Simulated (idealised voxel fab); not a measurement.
Process module name: voxel lift off
Cross-section cut: width 215 nm, square cells of 5 nm.
Cross-section spec: square-cell grid; bands listed top down; each band is one or more rows.
Quick guide to a band line: top height, bottom height (nm) up front; then every material left to right with its width in nm. Only one material and it's marked "full width"? Then it fills the band edge to edge. And "empty" just means empty space.
Measure heights from 0. That's the level where, below it, the as-received wafer is all one material. The lowest band is bottomless and extends downward; write it as in "z 0 and below".
It should be noted that a width expressed as "30..40" varies in equal increments from row to row of cells within the band, taking the value of the first number at the top row and that of the second number at the bottom row.
Any step labelled "stayed the same" changed none of the cells in the cross-section.
The entry "Sealed void list" lists the empty spaces that cover at least 8 cells and have no open path to the top. Each is written as width x height at distance, where the distance is measured from the left edge and all three values are in nm.
after a step's settings: what the simulator itself notes on the step
On any step carrying a mask, the "overlay nm" setting, if present on the step's line, tells how far right of its planned place the mask lay; negative values point to the left.
## Here's what the planned process steps look like
step 1: RECEIVE | material Si
step 2: CONFORMAL_DEP | material Al2O3 | thk nm 10
step 3: PATTERN | tone open | mask id LINES | material resist | width nm 25 | pitch nm 45 | thk nm 25 | overlay nm 0
step 4: DIRECTIONAL_DEP | material Ru | thk nm 15
step 5: STRIP | etch materials resist
step 6: CONFORMAL_DEP | material SiCN | thk nm 5
## Wafer cross-section on receipt, i.e. after step 1
- z 0 and below | Si full width
- Sealed void list: none
## Same starting wafer, same plan as above, one mistake in the execution; this is the cross-section at the end of the module
- z 30 to 25 | empty 25  SiCN 25  empty 20  SiCN 25  empty 20  SiCN 25  empty 20  SiCN 25  empty 30
- z 25 to 15 | empty 25  SiCN 5  Ru 15  SiCN 5  empty 20  SiCN 5  Ru 15  SiCN 5  empty 20  SiCN 5  Ru 15  SiCN 5  empty 20  SiCN 5  Ru 15  SiCN 5  empty 30
- z 15 to 10 | SiCN 30  Ru 15  SiCN 30  Ru 15  SiCN 30  Ru 15  SiCN 30  Ru 15  SiCN 35
- z 10 to 0 | Al2O3 full width
- z 0 and below | Si full width
- Sealed void list: none
It is concluded that the wafer was processed incorrectly with respect to the plan, in that step 3 deviated from plan and actually ran as PATTERN | tone open | mask id LINES | material resist | width nm 15 | pitch nm 45 | thk nm 25 | overlay nm 0
